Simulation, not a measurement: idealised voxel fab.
Process module name: voxel self aligned vias
We display cut, a cross-section 255 nm in width whose square cells are each 5 nm.
In this document a cross-section is written as a grid of square cells. It is given as a series of bands, listed from the top down, and a band is one or more rows of cells. It is stipulated that each band's entry specify, in nanometres, the height of the top of the band and then that of its bottom, followed by the materials of the band in left-to-right sequence, each together with its width in nanometres. A single material marked by the word "everywhere" is understood to fill the band from edge to edge; the word "blank" is understood to denote empty space. Convention: height 0 is the level below which the wafer, as received, is all one material. The lowest band does not terminate at the bottom but continues downward, represented as "0 -> down". When a width is written as two numbers, as in "30->40", the first number is the width in the top row of cells of the band and the second is the width in its bottom row, and the width changes by the same amount from each row to the next. For the purposes of this document, the phrase "nothing got changed" attached to a step denotes that no cell within the cross-section was modified by that step. Each empty space that has no open way to the top and spans at least 8 cells appears under "Cavities, sealed" as width x height at distance, the distance counted from the left edge, all in nm. Whatever follows a step's settings on its line is a remark the simulator itself makes about that step. A step line may carry the setting "overlay nm", which, for steps involving a mask, states the distance by which the mask lay to the right of its intended position; negative values denote displacement to the left.

THIS SECTION LISTS THE PROCESS STEPS THAT WERE PLANNED
1. RECEIVE with material Si
2. CONFORMAL_DEP with material SiO2, thk nm 10
3. CONFORMAL_DEP with material SiCN, thk nm 5
4. DIRECTIONAL_DEP with material lowk, thk nm 20
5. MASKED_ETCH with tone open, mask id LINES, width nm 20, pitch nm 55, etch materials lowk, depth nm 20, overlay nm 0
6. CONFORMAL_DEP with material TiN, thk nm 5
7. FILL_DEP with material W, thk nm 5
8. CMP with height nm 35
9. SELECTIVE_ETCH with etch materials W Ru TiN, depth nm 5
10. FILL_DEP with material SiN, thk nm 10
11. CMP with height nm 35
12. DIRECTIONAL_DEP with material lowk, thk nm 20
13. PATTERN with tone open, mask id VIAS, material resist, width nm 40, pitch nm 55, thk nm 20, overlay nm 0
14. DIRECTIONAL_ETCH with etch materials lowk, depth nm 20
15. DIRECTIONAL_ETCH with etch materials SiN, depth nm 5
16. STRIP with etch materials resist
17. CONFORMAL_DEP with material TiN, thk nm 5
18. FILL_DEP with material Ru, thk nm 10
19. CMP with height nm 55
20. CONFORMAL_DEP with material SiCN, thk nm 5

CROSS-SECTION, INCOMING MATERIAL, AFTER STEP 1
- 0 -> down | Si everywhere
- Cavities, sealed: none

END STATE OF THE MODULE IN CROSS-SECTION, GIVEN THE ABOVE STARTING POINT AND PLAN AND ONE MISTAKE IN EXECUTION
- 75 -> 70 | SiCN everywhere
- 70 -> 60 | Ru everywhere
- 60 -> 55 | 55 TiN, 30 Ru, 25 TiN, 30 Ru, 25 TiN, 30 Ru, 60 TiN
- 55 -> 40 | 50 lowk, 5 TiN, 30 Ru, 5 TiN, 15 lowk, 5 TiN, 30 Ru, 5 TiN, 15 lowk, 5 TiN, 30 Ru, 5 TiN, 55 lowk
- 40 -> 35 | 50 lowk, 15 TiN, 10 Ru, 15 TiN, 15 lowk, 15 TiN, 10 Ru, 15 TiN, 15 lowk, 15 TiN, 10 Ru, 15 TiN, 55 lowk
- 35 -> 30 | 60 lowk, 20 TiN, 35 lowk, 20 TiN, 35 lowk, 20 TiN, 65 lowk
- 30 -> 20 | 60 lowk, 5 TiN, 10 W, 5 TiN, 35 lowk, 5 TiN, 10 W, 5 TiN, 35 lowk, 5 TiN, 10 W, 5 TiN, 65 lowk
- 20 -> 15 | 60 lowk, 20 TiN, 35 lowk, 20 TiN, 35 lowk, 20 TiN, 65 lowk
- 15 -> 10 | SiCN everywhere
- 10 -> 0 | SiO2 everywhere
- 0 -> down | Si everywhere
- Cavities, sealed: none
The mistake made against the process plan was this: yeah, step 19 of the plan got skipped, never ran
